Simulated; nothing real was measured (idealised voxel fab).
process module | voxel spacer lines
cross-section cut | 195 nm wide | cells 5 nm
A cross-section is a grid of square cells, given in bands from the top down. A band is one or more rows of cells.
Each band's line starts with the height of the band's top and of its bottom, in nm. Then come its materials from left to right, each with its width in nm. One material with "throughout" fills the band from edge to edge. "air" is empty space.
Height 0 is the level under which the wafer as received is all one material. The lowest band goes on downwards, as in "0 down".
A width such as "30 to 40" changes by the same amount from each row of cells to the next, from the band's top row to its bottom row.
"no change" after a step means that no cell of the cross-section changed.
closed voids: empty space of 8 cells or more with no open way to the top, each as width x height at its distance from the left edge, in nm
after a step's settings: what the simulator itself notes on the step
overlay nm, on a step with a mask: how far to the right of its planned place the mask lay; to the left if negative
plan
1 op RECEIVE | material Si
2 op CONFORMAL_DEP | material Al2O3 | thk nm 10
3 op DIRECTIONAL_DEP | material polySi | thk nm 10
4 op DIRECTIONAL_DEP | material aC | thk nm 25
5 op PATTERN | tone cover | mask id MANDREL | material resist | width nm 15 | pitch nm 50 | thk nm 35 | overlay nm 0
6 op DIRECTIONAL_ETCH | etch materials aC | depth nm 25
7 op STRIP | etch materials resist
8 op CONFORMAL_DEP | material SiO2 | thk nm 10
9 op DIRECTIONAL_ETCH | etch materials SiO2 | depth nm 10
10 op STRIP | etch materials aC
11 op DIRECTIONAL_ETCH | etch materials polySi | depth nm 10
12 op STRIP | etch materials SiO2
as received, after step 1
  0 down: Si throughout
  closed voids: none
first wafer at the end, as planned
  20 to 10: air 30 | polySi 10 | air 15 | polySi 10 | air 15 | polySi 10 | air 15 | polySi 10 | air 15 | polySi 10 | air 15 | polySi 10 | air 30
  10 to 0: Al2O3 throughout
  0 down: Si throughout
  closed voids: none
second wafer at the end: like start, like plan, one mistake
  45 to 20: Al2O3 throughout
  20 to 10: polySi throughout
  10 to 0: Al2O3 throughout
  0 down: Si throughout
  closed voids: none
what went wrong: step 4 ran as: op DIRECTIONAL_DEP | material Al2O3 | thk nm 25
at the end the second wafer has, in cells: 195 more of Al2O3 | 54 more of polySi
